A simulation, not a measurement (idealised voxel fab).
The following process module bears the name voxel self aligned contacts.
The figure presents cross-section cut, which has a width of 175 nm and is divided into square cells with an edge length of 5 nm.
Cross-section = grid of square cells, listed top down in bands; band = one or more rows.
This entry defines a band. It first specifies the height of the band's top and the height of its bottom in nm, and then specifies the band's materials from left to right, stating each material with its width in nm. The word "all across" identifies a single material that fills the band from edge to edge, while the word "blank" identifies empty space.
Beneath 0, the wafer as received is one material, and that level is where height counting begins. The lowest band goes on downward without a bottom; it is written like "0..down".
The expression "30..40" gives the width at the extremes of the band, the first number at its top row of cells and the second at its bottom row, with the width changing by equal amounts from each row to the next in between.
"remains unaltered" (step): cross-section cells unchanged, all of them.
So "Sealed void list" is basically the list of trapped voids: any empty space of 8 cells or more that can't reach the top through an opening. They're written width x height at distance, the distance being from the left edge, and it's all nm.
Where a step's line continues beyond its settings, the continuation is a remark by the simulator itself on that step.
A step line may carry the setting "overlay nm", which, for steps involving a mask, states the distance by which the mask lay to the right of its intended position; negative values denote displacement to the left.

**Process steps - plan**
1) RECEIVE, material Si
2) CONFORMAL_DEP, material SiO2, thk nm 5
3) DIRECTIONAL_DEP, material polySi, thk nm 20
4) DIRECTIONAL_DEP, material SiN, thk nm 20
5) MASKED_ETCH, tone cover, mask id GATE, width nm 35, pitch nm 65, etch materials SiN, depth nm 20, overlay nm 0
6) MASKED_ETCH, tone cover, mask id GATE, width nm 35, pitch nm 65, etch materials polySi, depth nm 20, overlay nm 0
7) CONFORMAL_DEP, material SiN, thk nm 5
8) DIRECTIONAL_ETCH, etch materials SiN, depth nm 5
9) FILL_DEP, material SiO2, thk nm 10
10) CMP, height nm 50
11) PATTERN, tone open, mask id CONTACT, material resist, width nm 40, thk nm 20, overlay nm 0
12) DIRECTIONAL_ETCH, etch materials SiO2, depth nm 50
13) STRIP, etch materials resist
14) CONFORMAL_DEP, material TiN, thk nm 5
15) FILL_DEP, material W, thk nm 10
16) CMP, height nm 50
17) CONFORMAL_DEP, material SiN, thk nm 5

**Received-state cross-section, reflecting completion of step 1**
	0..down  Si all across
	Sealed void list: none

**Module complete - cross-section of the first of two wafers, run according to plan**
	55..50  SiN all across
	50..45  SiO2=65, TiN=15, W=10, TiN=15, SiO2=70
	45..25  SiO2=30, SiN=45, TiN=5, W=10, TiN=5, SiN=45, SiO2=35
	25..5  SiO2=30, SiN=5, polySi=35, SiN=5, TiN=5, W=10, TiN=5, SiN=5, polySi=35, SiN=5, SiO2=35
	5..0  SiO2=75, TiN=20, SiO2=80
	0..down  Si all across
	Sealed void list: none

**This cross-section belongs to the second wafer of two at the end of the module; the start and the plan were shared with the first, and the run included one mistake**
	55..50  TiN all across
	50..45  SiO2=65, TiN=15, W=10, TiN=15, SiO2=70
	45..25  SiO2=30, SiN=45, TiN=5, W=10, TiN=5, SiN=45, SiO2=35
	25..5  SiO2=30, SiN=5, polySi=35, SiN=5, TiN=5, W=10, TiN=5, SiN=5, polySi=35, SiN=5, SiO2=35
	5..0  SiO2=75, TiN=20, SiO2=80
	0..down  Si all across
	Sealed void list: none
In executing the process, a mistake was made relative to the plan: so step 17 ended up running with a different setting than we planned, it ran as CONFORMAL_DEP, material TiN, thk nm 5
FYI, end of process, the second wafer has more or fewer cells of some materials than the first: -35 SiN, +35 TiN
